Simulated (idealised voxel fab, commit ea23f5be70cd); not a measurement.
A process module follows: voxel lift off.
The width of the displayed cross-section, cut, is 175 nm; its cells are square, with a size of 5 nm.
A cross-section in this document is a grid of square cells, and it is written down as bands, the top band listed before the ones below it; a band is made up of one or more rows of cells. For a band, the entry starts with two heights in nm, that of the top and then that of the bottom, and carries on with the band's materials in order from left to right, each alongside its width in nm; the word "full width" beside a single material means it fills the band edge to edge, and "blank" means empty space. We count height from 0. Below that, the starting wafer is all one material. The lowest band never ends at the bottom but goes on down; see "from 0 down" for how that is written. A width such as "30..40" changes by the same amount from each row of cells to the next, from the band's top row to its bottom row. It should be understood that the words "nothing was modified", when stated for a given step, signify that the cross-section underwent no change in any of its cells during that step. In "Closed internal cavities" the enclosed voids are listed, meaning empty spaces of 8 cells or larger without any opening to the top. The form is width x height at distance, distance from the left edge, units nm. Formally, on a step line, whatever follows the settings is a remark that the simulator itself makes on the step. Among the settings permitted on a step's line is "overlay nm"; applied to a step with a mask, it specifies the extent to which the mask lay to the right of its planned position, whereas a negative figure signifies a position to the left.

## Intended process steps
step 1: RECEIVE,material Si
step 2: CONFORMAL_DEP,material SiN,thk nm 15
step 3: PATTERN,tone open,mask id LINES,material resist,width nm 15,pitch nm 35,thk nm 25,overlay nm 0
step 4: DIRECTIONAL_DEP,material Ru,thk nm 10
step 5: STRIP,etch materials resist
step 6: CONFORMAL_DEP,material SiCN,thk nm 10

## Incoming wafer, cross-sectional view, post step 1
  from 0 down | Si full width
  Closed internal cavities: none

## Starting structure and process plan are as shown above, but one mistake was made in running the module; the wafer cross-section at the end of the module follows
  from 35 to 25 | SiCN full width
  from 25 to 15 | Ru=25, SiCN=15, Ru=20, SiCN=15, Ru=20, SiCN=15, Ru=20, SiCN=15, Ru=30
  from 15 to 0 | SiN full width
  from 0 down | Si full width
  Closed internal cavities: none
Which mistake was made when the wafer was run? step 3 changed vs plan, executed as PATTERN,tone cover,mask id LINES,material resist,width nm 15,pitch nm 35,thk nm 25,overlay nm 0
